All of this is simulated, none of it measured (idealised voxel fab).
Proc. module: voxel double patterning
In the cross-section labelled cut, the width is 165 nm and each square cell is 5 nm.
Cross-section format: a grid of square cells, given as bands from top to bottom; each band is one or more rows of cells. Basically the band line says how high the top is and how high the bottom is, in nm, and then what's in it from left to right, every material with its width in nm. Empty space shows up as "empty", and if a single material carries "all across" it runs the full band edge to edge. Heights are measured from 0, the level below which the as-received wafer is all one material; the lowest band has no bottom and continues downward, written as in "0 and below". Read "30..40" as a graded width: first number on top, second number at the bottom, same change between each pair of neighbouring rows. The cross-section has no changed cell in any step marked "nothing was modified". "Closed internal cavities" specifies each empty space that is not open to the top and that occupies no fewer than 8 cells, using the form width x height at distance, the distance measured from the left edge and all three quantities in nm. The remark found on a step's line after its settings is issued by the simulator itself and pertains to that step. overlay nm: mask offset rightward from planned place, masked step; negative means leftward offset.

-- Process steps - plan
1. RECEIVE,material Si
2. CONFORMAL_DEP,material SiN,thk nm 5
3. DIRECTIONAL_DEP,material SiO2,thk nm 15
4. DIRECTIONAL_DEP,material SiCN,thk nm 5
5. DIRECTIONAL_DEP,material aC,thk nm 15
6. PATTERN,tone open,mask id FIRST,material resist,width nm 15,pitch nm 50,thk nm 35,overlay nm 0
7. DIRECTIONAL_ETCH,etch materials aC,depth nm 15
8. STRIP,etch materials resist
9. DIRECTIONAL_ETCH,etch materials SiCN,depth nm 5
10. STRIP,etch materials aC
11. DIRECTIONAL_DEP,material aC,thk nm 15
12. PATTERN,tone open,mask id SECOND,material resist,width nm 15,thk nm 35,overlay nm 0
13. DIRECTIONAL_ETCH,etch materials aC,depth nm 15
14. STRIP,etch materials resist
15. DIRECTIONAL_ETCH,etch materials SiCN,depth nm 5
16. STRIP,etch materials aC
17. DIRECTIONAL_ETCH,etch materials SiO2,depth nm 15
18. STRIP,etch materials SiCN

-- Here's what the wafer looked like in cross-section when it arrived - that's after step 1
- 0 and below | Si all across
- Closed internal cavities: none

-- As-planned run: cross-section of the first of two wafers at end of module
- 20 down to 5 | SiO2 50 nm, then empty 15 nm, then SiO2 10 nm, then empty 15 nm, then SiO2 10 nm, then empty 15 nm, then SiO2 50 nm
- 5 down to 0 | SiN all across
- 0 and below | Si all across
- Closed internal cavities: none

-- This cross-section belongs to the second wafer of two at the end of the module; the start and the plan were shared with the first, and the run included one mistake
- 20 down to 0 | SiN all across
- 0 and below | Si all across
- Closed internal cavities: none
Misprocessing identified: step 3 changed vs plan, executed as DIRECTIONAL_DEP,material SiN,thk nm 15
Final difference in cells, second wafer against first, listed per material as more or fewer: SiN +99 | SiO2 -72
